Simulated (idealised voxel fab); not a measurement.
Process module in this document: voxel self aligned contacts
For reference, the cross-section in this document is cut, with width 210 nm and square cells of 5 nm.
Format of a cross-section: grid, square cells. Given as bands. Order: top down. Band: one or more rows of cells.
Basically the band line says how high the top is and how high the bottom is, in nm, and then what's in it from left to right, every material with its width in nm. Empty space shows up as "blank", and if a single material carries "throughout" it runs the full band edge to edge.
We count height from 0. Below that, the starting wafer is all one material. The lowest band never ends at the bottom but goes on down; see "from 0 down" for how that is written.
Width spec "30..40" -> top row of cells at first value, bottom row at second value, equal per-row change in between.
Where a step carries "remains unaltered", the cross-section came out of it unchanged, cell for cell.
Heads up: "Enclosed cavity list" only lists the empty pockets with no open path to the top that are 8 cells or more, and it writes them as width x height at distance, distance from the left edge, in nm.
If you see something after the settings on a step's line, that's the simulator's own remark about that step.
Among the settings permitted on a step's line is "overlay nm"; applied to a step with a mask, it specifies the extent to which the mask lay to the right of its planned position, whereas a negative figure signifies a position to the left.
Process steps (planned):
1: RECEIVE, material Si
2: CONFORMAL_DEP, material SiO2, thk nm 5
3: DIRECTIONAL_DEP, material polySi, thk nm 30
4: DIRECTIONAL_DEP, material SiN, thk nm 15
5: MASKED_ETCH, tone cover, mask id GATE, width nm 30, pitch nm 55, etch materials SiN, depth nm 15, overlay nm 0
6: MASKED_ETCH, tone cover, mask id GATE, width nm 30, pitch nm 55, etch materials polySi, depth nm 30, overlay nm 0
7: CONFORMAL_DEP, material SiN, thk nm 5
8: DIRECTIONAL_ETCH, etch materials SiN, depth nm 5
9: FILL_DEP, material SiO2, thk nm 20
10: CMP, height nm 60
11: MASKED_ETCH, tone open, mask id CONTACT, width nm 35, etch materials SiO2, depth nm 60, overlay nm 0
12: CONFORMAL_DEP, material TiN, thk nm 5
13: FILL_DEP, material Ru, thk nm 5
14: CMP, height nm 60
15: CONFORMAL_DEP, material SiCN, thk nm 5
Cross-section of the wafer upon arrival, representing the state reached after step 1:
> from 0 down: Si throughout
> Enclosed cavity list: none
Cross-section, first of two wafers, end of module, run as planned:
> from 65 to 60: SiCN throughout
> from 60 to 50: SiO2 85 / TiN 5..15 / Ru 25..5 / TiN 5..15 / SiO2 90
> from 50 to 35: SiO2 55 / SiN 40 / TiN 5 / Ru 5 / TiN 5 / SiN 40 / SiO2 60
> from 35 to 5: SiO2 55 / SiN 5 / polySi 30 / SiN 5 / TiN 5 / Ru 5 / TiN 5 / SiN 5 / polySi 30 / SiN 5 / SiO2 60
> from 5 to 0: SiO2 95 / TiN 15 / SiO2 100
> from 0 down: Si throughout
> Enclosed cavity list: none
Second of two wafers, module complete, sectioned: it shares the first wafer's start and plan but was run with one mistake:
> from 65 to 60: SiCN throughout
> from 60 to 50: SiO2 85 / TiN 5 / Ru 25 / TiN 5 / SiO2 90
> from 50 to 45: SiO2 85 / TiN 15 / Ru 5 / TiN 15 / SiO2 90
> from 45 to 30: SiO2 55 / SiN 40 / TiN 5 / Ru 5 / TiN 5 / SiN 40 / SiO2 60
> from 30 to 5: SiO2 55 / SiN 5 / polySi 30 / SiN 5 / TiN 5 / Ru 5 / TiN 5 / SiN 5 / polySi 30 / SiN 5 / SiO2 60
> from 5 to 0: SiO2 55 / SiN 5 / polySi 30 / SiN 5 / TiN 15 / SiN 5 / polySi 30 / SiN 5 / SiO2 60
> from 0 down: Si throughout
> Enclosed cavity list: none
Finding, execution versus plan: step 2 from the plan never happened, it was just skipped
Per the end-of-run cell counts, the second wafer holds more or fewer of some materials than the first: +4 Ru, -4 SiO2
